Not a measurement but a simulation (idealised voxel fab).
This is a process module. Its name is voxel local oxidation.
FYI the section here is cut, 190 nm wide, cells are 5 nm squares.
Cross-section = grid of square cells, listed top down in bands; band = one or more rows.
Look at the band entry: it leads with the top's height and the bottom's height in nm. Then it lists the materials left to right, with a width in nm for each. The word "edge to edge" on a single material says that material fills the band edge to edge. The word "air" is empty space.
Height 0 is the level under which the wafer as received is all one material. The lowest band goes on downwards, as in "0 -> down".
A width given as "30..40" starts at the first number in the band's top row and ends at the second number in its bottom row, shifting by an equal amount at every step from row to row.
"remained unchanged" (step): cross-section cells unchanged, all of them.
In the "Sealed void listing" entry, you get each enclosed empty space of 8 cells or more, one with no open way to the top, written width x height at distance, distance from the left edge, in nm.
What comes after the settings on a step's line is commentary from the simulator itself on that step.
"overlay nm" on a masked step: distance the mask lay right of its planned place, negative for left.

Here's what the planned process steps look like
1 RECEIVE [material Si]
2 OXIDIZE [depth nm 5]
3 CONFORMAL_DEP [material SiN] [thk nm 15]
4 MASKED_ETCH [tone cover] [mask id ACTIVE] [width nm 90] [etch materials SiN] [depth nm 15] [overlay nm 0]
5 SELECTIVE_ETCH [etch materials SiO2] [depth nm 5]
6 OXIDIZE [depth nm 10]
7 STRIP [etch materials SiN]

Delivered wafer in cross-section: state after step 1
> 0 -> down: Si edge to edge
> Sealed void listing: none

Wafer cross-section at module end: first of two, run to plan
> 0 -> -5: air 55 nm; SiO2 80 nm; air 55 nm
> -5 -> -15: SiO2 65 nm; Si 60 nm; SiO2 65 nm
> -15 -> down: Si edge to edge
> Sealed void listing: none

Cross-section of the latter of the two wafers at module completion. It had an identical start and an identical plan to the former; in running it, one mistake was made
> 0 -> -5: SiO2 45 nm; air 100 nm; SiO2 45 nm
> -5 -> -15: Si 35 nm; SiO2 120 nm; Si 35 nm
> -15 -> down: Si edge to edge
> Sealed void listing: none
Deviation noted in wafer processing: step 4 was not run as planned; what actually ran was MASKED_ETCH [tone open] [mask id ACTIVE] [width nm 90] [etch materials SiN] [depth nm 15] [overlay nm 0]
Once processing is complete, comparing cell counts shows that the second wafer has more or fewer of certain materials than the first: 4 more of Si, 2 fewer of SiO2
